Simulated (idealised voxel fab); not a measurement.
The following is a process module called voxel ribs on slabs.
We display cut, a cross-section 160 nm in width whose square cells are each 5 nm.
A cross-section is a grid of square cells, given in bands from the top down. A band is one or more rows of cells.
What a band's entry tells you: where the top is and where the bottom is, as heights in nm, and after that what lies inside, material by material from left to right, each with its width in nm. Empty space is written as the word "empty", and a single material marked with the word "all across" occupies the band from edge to edge.
It should be noted that heights are counted from 0, beneath which the wafer as supplied is of one material throughout, and that the lowest band possesses no lower boundary but continues downward, as written in "0 down".
Width "30 to 40": first value at the band's top row of cells, second value at its bottom row, equal change from row to row.
A step reported as "nothing got changed" is a step in which no cell of the cross-section changed.
Under "Sealed internal cavities" you'll find the enclosed gaps, the ones with no way out to the top, that are 8 cells or bigger; each reads width x height at distance, with distance counted from the left edge, everything in nm.
Text after the settings on a step's line: the simulator's own remark on that step.
overlay nm: mask right of planned place by this much (step with mask). Neg. = left.

**Below is the list of planned process steps**
1,RECEIVE [material Si]
2,DIRECTIONAL_DEP [material SiO2] [thk nm 20]
3,DIRECTIONAL_DEP [material polySi] [thk nm 20]
4,PATTERN [tone cover] [mask id RIB] [material resist] [width nm 30] [thk nm 15] [overlay nm 0]
5,DIRECTIONAL_ETCH [etch materials polySi] [depth nm 5]
6,STRIP [etch materials resist]
7,PATTERN [tone cover] [mask id SLAB] [material resist] [width nm 60] [thk nm 20] [overlay nm 0]
8,DIRECTIONAL_ETCH [etch materials polySi] [depth nm 15]
9,STRIP [etch materials resist]
10,FILL_DEP [material SiO2] [thk nm 20]
11,CMP [height nm 50]
12,DIRECTIONAL_DEP [material TiN] [thk nm 10]
13,PATTERN [tone cover] [mask id HEATER] [material resist] [width nm 40] [thk nm 15] [overlay nm 0]
14,DIRECTIONAL_ETCH [etch materials TiN] [depth nm 10]
15,STRIP [etch materials resist]
16,CONFORMAL_DEP [material SiO2] [thk nm 5]

**Cross-section: wafer on arrival = after step 1**
* 0 down = Si all across
* Sealed internal cavities: none

**First of two wafers at the end of the module, shown in cross-section; run carried out as planned**
* 65 to 60 = empty: 55, SiO2: 50, empty: 55
* 60 to 55 = empty: 55, SiO2: 5, TiN: 40, SiO2: 5, empty: 55
* 55 to 50 = SiO2: 60, TiN: 40, SiO2: 60
* 50 to 40 = SiO2 all across
* 40 to 35 = SiO2: 65, polySi: 30, SiO2: 65
* 35 to 20 = SiO2: 50, polySi: 60, SiO2: 50
* 20 to 0 = SiO2 all across
* 0 down = Si all across
* Sealed internal cavities: none

**Second wafer cross-section at end of module - shared start and plan with the first, one mistake in the run**
* 65 to 60 = empty: 55, SiO2: 50, empty: 55
* 60 to 55 = empty: 55, SiO2: 5, TiN: 40, SiO2: 5, empty: 55
* 55 to 50 = SiO2: 60, TiN: 40, SiO2: 60
* 50 to 40 = TiN all across
* 40 to 35 = TiN: 65, polySi: 30, TiN: 65
* 35 to 20 = TiN: 50, polySi: 60, TiN: 50
* 20 to 0 = SiO2 all across
* 0 down = Si all across
* Sealed internal cavities: none
The mistake made against the process plan was this: step 10 was run on a setting that differed from the plan, and what really ran there is FILL_DEP [material TiN] [thk nm 20]
Counted in cells at the end, the second wafer holds more or fewer of these materials than the first: 150 fewer of SiO2, 150 more of TiN
